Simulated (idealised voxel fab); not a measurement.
process module | voxel tone inversion
cross-section cut | 165 nm wide | cells 5 nm
A cross-section is a grid of square cells, given in bands from the top down. A band is one or more rows of cells.
Each band's line starts with the height of the band's top and of its bottom, in nm. Then come its materials from left to right, each with its width in nm. One material with "throughout" fills the band from edge to edge. "air" is empty space.
Height 0 is the level under which the wafer as received is all one material. The lowest band goes on downwards, as in "0 down".
A width such as "30 to 40" changes by the same amount from each row of cells to the next, from the band's top row to its bottom row.
"no change" after a step means that no cell of the cross-section changed.
closed voids: empty space of 8 cells or more with no open way to the top, each as width x height at its distance from the left edge, in nm
after a step's settings: what the simulator itself notes on the step
overlay nm, on a step with a mask: how far to the right of its planned place the mask lay; to the left if negative
plan
1 op RECEIVE | material Si
2 op CONFORMAL_DEP | material SiCN | thk nm 5
3 op DIRECTIONAL_DEP | material polySi | thk nm 15
4 op PATTERN | tone cover | mask id POSTS | material resist | width nm 15 | pitch nm 40 | thk nm 20 | overlay nm 0
5 op DIRECTIONAL_ETCH | etch materials polySi | depth nm 15
6 op STRIP | etch materials resist
7 op FILL_DEP | material SiO2 | thk nm 5
8 op CMP | height nm 20
9 op STRIP | etch materials polySi
first wafer, as planned
as received, after step 1
  0 down: Si throughout
  closed voids: none
after step 2
  5 to 0: SiCN throughout
  below 0: unchanged
after step 3
  20 to 5: polySi throughout
  below 5: unchanged
after step 4
  40 to 20: air 55 | resist 15 | air 25 | resist 15 | air 55
  below 20: unchanged
after step 5
  40 to 20: air 55 | resist 15 | air 25 | resist 15 | air 55
  20 to 5: air 55 | polySi 15 | air 25 | polySi 15 | air 55
  below 5: unchanged
after step 6
  20 to 5: air 55 | polySi 15 | air 25 | polySi 15 | air 55
  below 5: unchanged
after step 7
  25 to 20: SiO2 throughout
  20 to 5: SiO2 55 | polySi 15 | SiO2 25 | polySi 15 | SiO2 55
  below 5: unchanged
after step 8
  20 to 5: SiO2 55 | polySi 15 | SiO2 25 | polySi 15 | SiO2 55
  below 5: unchanged
after step 9
  20 to 5: SiO2 55 | air 15 | SiO2 25 | air 15 | SiO2 55
  below 5: unchanged
second wafer: like start, like plan, one mistake. Through step 2 it matches the first wafer
when step 3 should have ended
  20 to 0: SiCN throughout
  below 0: unchanged
when step 4 should have ended
  40 to 20: air 55 | resist 15 | air 25 | resist 15 | air 55
  below 20: unchanged
when step 5 should have ended: no change
when step 6 should have ended
  20 to 0: SiCN throughout
  below 0: unchanged
when step 7 should have ended
  25 to 20: SiO2 throughout
  below 20: unchanged
when step 8 should have ended
  20 to 0: SiCN throughout
  below 0: unchanged
when step 9 should have ended: no change
what went wrong: step 3 ran as: op DIRECTIONAL_DEP | material SiCN | thk nm 15
at the end the second wafer has, in cells: 99 more of SiCN | 81 fewer of SiO2
